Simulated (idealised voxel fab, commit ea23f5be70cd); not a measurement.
process module | voxel capacitor over wiring
cross-section cut | 270 nm wide | cells 5 nm
A cross-section is a grid of square cells, given in bands from the top down. A band is one or more rows of cells.
Each band's line starts with the height of the band's top and of its bottom, in nm. Then come its materials from left to right, each with its width in nm. One material with "throughout" fills the band from edge to edge. "air" is empty space.
Height 0 is the level under which the wafer as received is all one material. The lowest band goes on downwards, as in "0 down".
A width such as "30 to 40" changes by the same amount from each row of cells to the next, from the band's top row to its bottom row.
"no change" after a step means that no cell of the cross-section changed.
closed voids: empty space of 8 cells or more with no open way to the top, each as width x height at its distance from the left edge, in nm
after a step's settings: what the simulator itself notes on the step
overlay nm, on a step with a mask: how far to the right of its planned place the mask lay; to the left if negative
plan
1 op RECEIVE | material Si
2 op CONFORMAL_DEP | material SiO2 | thk nm 15
3 op CONFORMAL_DEP | material SiN | thk nm 5
4 op DIRECTIONAL_DEP | material lowk | thk nm 20
5 op DIRECTIONAL_DEP | material aC | thk nm 10
6 op PATTERN | tone open | mask id METAL_1 | material resist | width nm 20 | pitch nm 75 | thk nm 30 | overlay nm 0
7 op DIRECTIONAL_ETCH | etch materials aC | depth nm 10
8 op STRIP | etch materials resist
9 op DIRECTIONAL_ETCH | etch materials lowk | depth nm 20
10 op DIRECTIONAL_ETCH | etch materials SiN | depth nm 5
11 op STRIP | etch materials aC
12 op CONFORMAL_DEP | material TiN | thk nm 5
13 op FILL_DEP | material W | thk nm 10
14 op CMP | height nm 40
15 op EPI | material Ru | thk nm 5
16 op FILL_DEP | material SiCN | thk nm 5
17 op DIRECTIONAL_DEP | material lowk | thk nm 20
18 op DIRECTIONAL_DEP | material aC | thk nm 15
19 op PATTERN | tone open | mask id PLUG_1 | material resist | width nm 15 | thk nm 35 | overlay nm 0
20 op DIRECTIONAL_ETCH | etch materials aC | depth nm 15
21 op STRIP | etch materials resist
22 op DIRECTIONAL_ETCH | etch materials lowk | depth nm 20
23 op DIRECTIONAL_ETCH | etch materials SiCN | depth nm 5
24 op STRIP | etch materials aC
25 op CONFORMAL_DEP | material TiN | thk nm 5
26 op FILL_DEP | material W | thk nm 10
27 op CMP | height nm 70
28 op DIRECTIONAL_DEP | material TiN | thk nm 10
29 op DIRECTIONAL_DEP | material SiN | thk nm 5
30 op DIRECTIONAL_DEP | material TiN | thk nm 5
31 op MASKED_ETCH | tone cover | mask id UPPER_PLATE | width nm 60 | etch materials TiN | depth nm 5 | overlay nm 0
32 op MASKED_ETCH | tone cover | mask id UPPER_PLATE | width nm 60 | etch materials SiN | depth nm 5 | overlay nm 0
33 op PATTERN | tone cover | mask id LOWER_PLATE | material resist | width nm 70 | thk nm 15 | overlay nm 0
34 op DIRECTIONAL_ETCH | etch materials TiN | depth nm 10
35 op STRIP | etch materials resist
36 op FILL_DEP | material SiO2 | thk nm 15
37 op CMP | height nm 100
38 op DIRECTIONAL_DEP | material aC | thk nm 10
39 op PATTERN | tone open | mask id PLUG_2 | material resist | width nm 15 | thk nm 30 | overlay nm 0
40 op DIRECTIONAL_ETCH | etch materials aC | depth nm 10
41 op STRIP | etch materials resist
42 op DIRECTIONAL_ETCH | etch materials SiO2 | depth nm 10
43 op STRIP | etch materials aC
44 op CONFORMAL_DEP | material TiN | thk nm 5
45 op FILL_DEP | material Ru | thk nm 10
46 op CMP | height nm 100
47 op CONFORMAL_DEP | material SiN | thk nm 5
as received, after step 1
  0 down: Si throughout
  closed voids: none
a wafer at the end: this start, this plan, one mistake
  105 to 100: SiN throughout
  100 to 95: SiO2 100 | TiN 5 | Ru 5 | TiN 5 | SiO2 155
  95 to 85: SiO2 100 to 90 | TiN 15 to 60 | SiO2 155 to 120
  85 to 80: SiO2 90 | SiN 60 | SiO2 120
  80 to 70: SiO2 85 | TiN 70 | SiO2 115
  70 to 50: lowk 90 | TiN 5 | W 5 | TiN 5 | lowk 165
  50 to 45: SiCN 90 | TiN 15 | SiCN 165
  45 to 40: SiCN 80 | Ru 30 | SiCN 45 | Ru 30 | SiCN 85
  40 to 35: lowk 85 | TiN 5 | W 10 | TiN 5 | lowk 55 | TiN 5 | W 10 | TiN 5 | lowk 90
  35 to 30: SiN 85 | TiN 20 | SiN 55 | TiN 20 | SiN 90
  30 to 0: SiO2 throughout
  0 down: Si throughout
  closed voids: none
what went wrong: step 2 was run twice
